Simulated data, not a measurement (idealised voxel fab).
voxel gate over fins: a process module
Section shown: cut. Width: 290 nm. Cell size: 5 nm, square.
When this document writes out a cross-section, it uses a grid of square cells and lists it as bands, beginning at the top and moving down, with a band standing for one or more rows of cells. Band entry format. Leading values: height of top, height of bottom, nm. Remainder: materials in left-to-right order, each with its width in nm. Special words: "everywhere" on a single material, which then fills the band edge to edge; "blank", empty space. Height 0 is the level under which the wafer as received is all one material. The lowest band goes on downwards, as in "0 -> down". Top row gets the first number, bottom row gets the second, and each row in between changes by the same step: that is how a band width like "30..40" works. Step marked "all unchanged"? Then no cell in the cross-section changed in it. What "Voids, enclosed" gives you is every empty space of 8 cells or more that is cut off from the top. Each appears as width x height at distance, with the distance taken from the left edge and width, height and distance all in nm. Note: text after step settings on the step line = simulator remark on that step. The setting "overlay nm" may be written on the line of a step. When the step uses a mask, the value reports how far to the right of the planned place the mask lay, and a negative value reports that it lay to the left.
**Steps in the process plan**
| 1 | RECEIVE,material Si |
| 2 | CONFORMAL_DEP,material SiN,thk nm 5 |
| 3 | PATTERN,tone cover,mask id FINS,material resist,width nm 15,pitch nm 35,thk nm 20,overlay nm 0 |
| 4 | DIRECTIONAL_ETCH,etch materials SiN,depth nm 5 |
| 5 | DIRECTIONAL_ETCH,etch materials Si,depth nm 35 |
| 6 | STRIP,etch materials resist |
| 7 | FILL_DEP,material SiO2,thk nm 5 |
| 8 | CMP,height nm 5 |
| 9 | SELECTIVE_ETCH,etch materials SiO2,depth nm 20 |
| 10 | STRIP,etch materials SiN |
| 11 | CONFORMAL_DEP,material HfO2,thk nm 5 |
| 12 | CONFORMAL_DEP,material TiN,thk nm 5 |
| 13 | CONFORMAL_DEP,material TiAl,thk nm 5 |
| 14 | CONFORMAL_DEP,material TiN,thk nm 5 |
| 15 | FILL_DEP,material W,thk nm 10 |
| 16 | CMP,height nm 25 |
| 17 | CONFORMAL_DEP,material SiCN,thk nm 5 |
**First wafer out of two, processed as planned**
**Cross-section: wafer on arrival = after step 1**
  0 -> down  Si everywhere
  Voids, enclosed: none
**Step 2 done - wafer cross-section**
  5 -> 0  SiN everywhere
  Nothing below the height 0 has changed.
**Step 3 done - wafer cross-section**
  25 -> 5  blank: 100, then resist: 15, then blank: 20, then resist: 15, then blank: 20, then resist: 15, then blank: 105
  Nothing below the height 5 has changed.
**Step 4 done - wafer cross-section**
  25 -> 5  blank: 100, then resist: 15, then blank: 20, then resist: 15, then blank: 20, then resist: 15, then blank: 105
  5 -> 0  blank: 100, then SiN: 15, then blank: 20, then SiN: 15, then blank: 20, then SiN: 15, then blank: 105
  Nothing below the height 0 has changed.
**Step 5 done - wafer cross-section**
  25 -> 5  blank: 100, then resist: 15, then blank: 20, then resist: 15, then blank: 20, then resist: 15, then blank: 105
  5 -> 0  blank: 100, then SiN: 15, then blank: 20, then SiN: 15, then blank: 20, then SiN: 15, then blank: 105
  0 -> -35  blank: 100, then Si: 15, then blank: 20, then Si: 15, then blank: 20, then Si: 15, then blank: 105
  Nothing below the height -35 has changed.
**Step 6 done - wafer cross-section**
  5 -> 0  blank: 100, then SiN: 15, then blank: 20, then SiN: 15, then blank: 20, then SiN: 15, then blank: 105
  Nothing below the height 0 has changed.
**Step 7 done - wafer cross-section**
  10 -> 5  SiO2 everywhere
  5 -> 0  SiO2: 100, then SiN: 15, then SiO2: 20, then SiN: 15, then SiO2: 20, then SiN: 15, then SiO2: 105
  0 -> -35  SiO2: 100, then Si: 15, then SiO2: 20, then Si: 15, then SiO2: 20, then Si: 15, then SiO2: 105
  Nothing below the height -35 has changed.
**Step 8 done - wafer cross-section**
  5 -> 0  SiO2: 100, then SiN: 15, then SiO2: 20, then SiN: 15, then SiO2: 20, then SiN: 15, then SiO2: 105
  Nothing below the height 0 has changed.
**Step 9 done - wafer cross-section**
  5 -> 0  blank: 100, then SiN: 15, then blank: 20, then SiN: 15, then blank: 20, then SiN: 15, then blank: 105
  0 -> -15  blank: 100, then Si: 15, then blank: 20, then Si: 15, then blank: 20, then Si: 15, then blank: 105
  Nothing below the height -15 has changed.
**Step 10 done - wafer cross-section**
  0 -> -15  blank: 100, then Si: 15, then blank: 20, then Si: 15, then blank: 20, then Si: 15, then blank: 105
  Nothing below the height -15 has changed.
**Step 11 done - wafer cross-section**
  5 -> 0  blank: 95, then HfO2: 25, then blank: 10, then HfO2: 25, then blank: 10, then HfO2: 25, then blank: 100
  0 -> -10  blank: 95, then HfO2: 5, then Si: 15, then HfO2: 5, then blank: 10, then HfO2: 5, then Si: 15, then HfO2: 5, then blank: 10, then HfO2: 5, then Si: 15, then HfO2: 5, then blank: 100
  -10 -> -15  HfO2: 100, then Si: 15, then HfO2: 20, then Si: 15, then HfO2: 20, then Si: 15, then HfO2: 105
  Nothing below the height -15 has changed.
**Step 12 done - wafer cross-section**
  10 -> 5  blank: 90, then TiN: 105, then blank: 95
  5 -> 0  blank: 90, then TiN: 5, then HfO2: 25, then TiN: 10, then HfO2: 25, then TiN: 10, then HfO2: 25, then TiN: 5, then blank: 95
  0 -> -5  blank: 90, then TiN: 5, then HfO2: 5, then Si: 15, then HfO2: 5, then TiN: 10, then HfO2: 5, then Si: 15, then HfO2: 5, then TiN: 10, then HfO2: 5, then Si: 15, then HfO2: 5, then TiN: 5, then blank: 95
  -5 -> -10  TiN: 95, then HfO2: 5, then Si: 15, then HfO2: 5, then TiN: 10, then HfO2: 5, then Si: 15, then HfO2: 5, then TiN: 10, then HfO2: 5, then Si: 15, then HfO2: 5, then TiN: 100
  Nothing below the height -10 has changed.
**Step 13 done - wafer cross-section**
  15 -> 10  blank: 85, then TiAl: 115, then blank: 90
  10 -> 5  blank: 85, then TiAl: 5, then TiN: 105, then TiAl: 5, then blank: 90
  5 -> 0  blank: 85, then TiAl: 5, then TiN: 5, then HfO2: 25, then TiN: 10, then HfO2: 25, then TiN: 10, then HfO2: 25, then TiN: 5, then TiAl: 5, then blank: 90
  0 -> -5  TiAl: 90, then TiN: 5, then HfO2: 5, then Si: 15, then HfO2: 5, then TiN: 10, then HfO2: 5, then Si: 15, then HfO2: 5, then TiN: 10, then HfO2: 5, then Si: 15, then HfO2: 5, then TiN: 5, then TiAl: 95
  Nothing below the height -5 has changed.
**Step 14 done - wafer cross-section**
  20 -> 15  blank: 80, then TiN: 125, then blank: 85
  15 -> 10  blank: 80, then TiN: 5, then TiAl: 115, then TiN: 5, then blank: 85
  10 -> 5  blank: 80, then TiN: 5, then TiAl: 5, then TiN: 105, then TiAl: 5, then TiN: 5, then blank: 85
  5 -> 0  TiN: 85, then TiAl: 5, then TiN: 5, then HfO2: 25, then TiN: 10, then HfO2: 25, then TiN: 10, then HfO2: 25, then TiN: 5, then TiAl: 5, then TiN: 90
  Nothing below the height 0 has changed.
**Step 15 done - wafer cross-section**
  30 -> 20  W everywhere
  20 -> 15  W: 80, then TiN: 125, then W: 85
  15 -> 10  W: 80, then TiN: 5, then TiAl: 115, then TiN: 5, then W: 85
  10 -> 5  W: 80, then TiN: 5, then TiAl: 5, then TiN: 105, then TiAl: 5, then TiN: 5, then W: 85
  Nothing below the height 5 has changed.
**Step 16 done - wafer cross-section**
  25 -> 20  W everywhere
  Nothing below the height 20 has changed.
**Step 17 done - wafer cross-section**
  30 -> 25  SiCN everywhere
  Nothing below the height 25 has changed.
**Now the other wafer: same start, same recipe, but we messed up one thing when running it. Up to and including step 2 it's the same as the first one**
**Second wafer, cut view, end of step 3 per plan**
  25 -> 5  resist: 100, then blank: 15, then resist: 20, then blank: 15, then resist: 20, then blank: 15, then resist: 105
  Nothing below the height 5 has changed.
**Second wafer, cut view, end of step 4 per plan**
  25 -> 5  resist: 100, then blank: 15, then resist: 20, then blank: 15, then resist: 20, then blank: 15, then resist: 105
  5 -> 0  SiN: 100, then blank: 15, then SiN: 20, then blank: 15, then SiN: 20, then blank: 15, then SiN: 105
  Nothing below the height 0 has changed.
**Second wafer, cut view, end of step 5 per plan**
  25 -> 5  resist: 100, then blank: 15, then resist: 20, then blank: 15, then resist: 20, then blank: 15, then resist: 105
  5 -> 0  SiN: 100, then blank: 15, then SiN: 20, then blank: 15, then SiN: 20, then blank: 15, then SiN: 105
  0 -> -35  Si: 100, then blank: 15, then Si: 20, then blank: 15, then Si: 20, then blank: 15, then Si: 105
  Nothing below the height -35 has changed.
**Second wafer, cut view, end of step 6 per plan**
  5 -> 0  SiN: 100, then blank: 15, then SiN: 20, then blank: 15, then SiN: 20, then blank: 15, then SiN: 105
  Nothing below the height 0 has changed.
**Second wafer, cut view, end of step 7 per plan**
  10 -> 5  SiO2 everywhere
  5 -> 0  SiN: 100, then SiO2: 15, then SiN: 20, then SiO2: 15, then SiN: 20, then SiO2: 15, then SiN: 105
  0 -> -35  Si: 100, then SiO2: 15, then Si: 20, then SiO2: 15, then Si: 20, then SiO2: 15, then Si: 105
  Nothing below the height -35 has changed.
**Second wafer, cut view, end of step 8 per plan**
  5 -> 0  SiN: 100, then SiO2: 15, then SiN: 20, then SiO2: 15, then SiN: 20, then SiO2: 15, then SiN: 105
  Nothing below the height 0 has changed.
**Second wafer, cut view, end of step 9 per plan**
  5 -> 0  SiN: 100, then blank: 15, then SiN: 20, then blank: 15, then SiN: 20, then blank: 15, then SiN: 105
  0 -> -15  Si: 100, then blank: 15, then Si: 20, then blank: 15, then Si: 20, then blank: 15, then Si: 105
  Nothing below the height -15 has changed.
**Second wafer, cut view, end of step 10 per plan**
  0 -> -15  Si: 100, then blank: 15, then Si: 20, then blank: 15, then Si: 20, then blank: 15, then Si: 105
  Nothing below the height -15 has changed.
**Second wafer, cut view, end of step 11 per plan**
  5 -> 0  HfO2: 105, then blank: 5, then HfO2: 30, then blank: 5, then HfO2: 30, then blank: 5, then HfO2: 110
  0 -> -10  Si: 100, then HfO2: 5, then blank: 5, then HfO2: 5, then Si: 20, then HfO2: 5, then blank: 5, then HfO2: 5, then Si: 20, then HfO2: 5, then blank: 5, then HfO2: 5, then Si: 105
  -10 -> -15  Si: 100, then HfO2: 15, then Si: 20, then HfO2: 15, then Si: 20, then HfO2: 15, then Si: 105
  Nothing below the height -15 has changed.
**Second wafer, cut view, end of step 12 per plan**
  10 -> 5  TiN everywhere
  5 -> 0  HfO2: 105, then TiN: 5, then HfO2: 30, then TiN: 5, then HfO2: 30, then TiN: 5, then HfO2: 110
  0 -> -10  Si: 100, then HfO2: 5, then TiN: 5, then HfO2: 5, then Si: 20, then HfO2: 5, then TiN: 5, then HfO2: 5, then Si: 20, then HfO2: 5, then TiN: 5, then HfO2: 5, then Si: 105
  Nothing below the height -10 has changed.
**Second wafer, cut view, end of step 13 per plan**
  15 -> 10  TiAl everywhere
  Nothing below the height 10 has changed.
**Second wafer, cut view, end of step 14 per plan**
  20 -> 15  TiN everywhere
  Nothing below the height 15 has changed.
**Second wafer, cut view, end of step 15 per plan**
  30 -> 20  W everywhere
  Nothing below the height 20 has changed.
**Second wafer, cut view, end of step 16 per plan**
  25 -> 20  W everywhere
  Nothing below the height 20 has changed.
**Second wafer, cut view, end of step 17 per plan**
  30 -> 25  SiCN everywhere
  Nothing below the height 25 has changed.
what went wrong: for step 3, the planned setting was not used; the step was instead run as PATTERN,tone open,mask id FINS,material resist,width nm 15,pitch nm 35,thk nm 20,overlay nm 0
Final difference in cells, second wafer against first, listed per material as more or fewer: Si +280, SiO2 -160, TiAl -6, TiN -15, W -99
